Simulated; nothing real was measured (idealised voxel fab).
This section sets out a process module, namely voxel double patterning.
The cross-section shown here is cut; it is 240 nm wide and divided into square cells measuring 5 nm on a side.
For the purposes of this document, a cross-section shall be understood as a grid of square cells, specified as bands listed in top-to-bottom order, each band consisting of one or more rows of cells. The band entry comprises the height of the band's top followed by the height of its bottom, expressed in nm, and subsequently the band's materials from left to right, each stated together with its width in nm. Where a single material is marked with the word "all across", that material fills the band from edge to edge. The word "empty" represents empty space. Convention: height 0 is the level below which the wafer, as received, is all one material. The lowest band does not terminate at the bottom but continues downward, represented as "from 0 down". With a width like "30..40", each row of cells in the band differs from the next by the same amount, the top row carrying the first number and the bottom row the second. Take "stayed the same" at face value: in the step it is given for, the cross-section changed in none of its cells. Empty spaces counting at least 8 cells and having no open way to the top are listed in "Unvented voids". The notation width x height at distance is used for each, the distance being from the left edge and all three values in nm. If you see something after the settings on a step's line, that's the simulator's own remark about that step. overlay nm: for a step with a mask, the amount by which the mask lay right of where it was planned; a negative amount means left of it.
[Listed below are the process steps as planned]
step 1: RECEIVE with material Si
step 2: CONFORMAL_DEP with material SiN, thk nm 5
step 3: DIRECTIONAL_DEP with material SiO2, thk nm 10
step 4: DIRECTIONAL_DEP with material SiCN, thk nm 10
step 5: PATTERN with tone open, mask id FIRST, material resist, width nm 15, pitch nm 50, thk nm 15, overlay nm -15
step 6: DIRECTIONAL_ETCH with etch materials SiCN, depth nm 10
step 7: STRIP with etch materials resist
step 8: MASKED_ETCH with tone open, mask id SECOND, width nm 15, pitch nm 50, etch materials SiCN, depth nm 10, overlay nm 0
step 9: DIRECTIONAL_ETCH with etch materials SiO2, depth nm 10
step 10: STRIP with etch materials SiCN
The plan shows the overlay nm of step 5 as the first wafer had it; this setting differs between the wafers, which start out alike.
[As-received cross-section, first of several wafers, post step 1]
	from 0 down: Si all across
	Unvented voids: none
[Quick look at the cross-section of the first of several wafers after step 10, which wraps up the module]
	from 15 to 5: SiO2 45 nm / empty 15 nm / SiO2 25 nm / empty 25 nm / SiO2 25 nm / empty 25 nm / SiO2 80 nm
	from 5 to 0: SiN all across
	from 0 down: Si all across
	Unvented voids: none
[Final wafer cross-section at module end]
	from 15 to 5: SiO2 75 nm / empty 25 nm / SiO2 25 nm / empty 25 nm / SiO2 25 nm / empty 15 nm / SiO2 50 nm
	from 5 to 0: SiN all across
	from 0 down: Si all across
	Unvented voids: none
[The following table contains a row per wafer, in which are reported, at the conclusion of the module, the cells of each material gained (+) or lost (-) since the wafer's receipt, with its closed voids given thereafter]
overlay nm -15, +48 SiN, +70 SiO2, Unvented voids: none
overlay nm -10, +48 SiN, +66 SiO2, Unvented voids: none
overlay nm -5, +48 SiN, +66 SiO2, Unvented voids: none
overlay nm 0, +48 SiN, +66 SiO2, Unvented voids: none
overlay nm 5, +48 SiN, +66 SiO2, Unvented voids: none
overlay nm 10, +48 SiN, +66 SiO2, Unvented voids: none
overlay nm 15, +48 SiN, +70 SiO2, Unvented voids: none
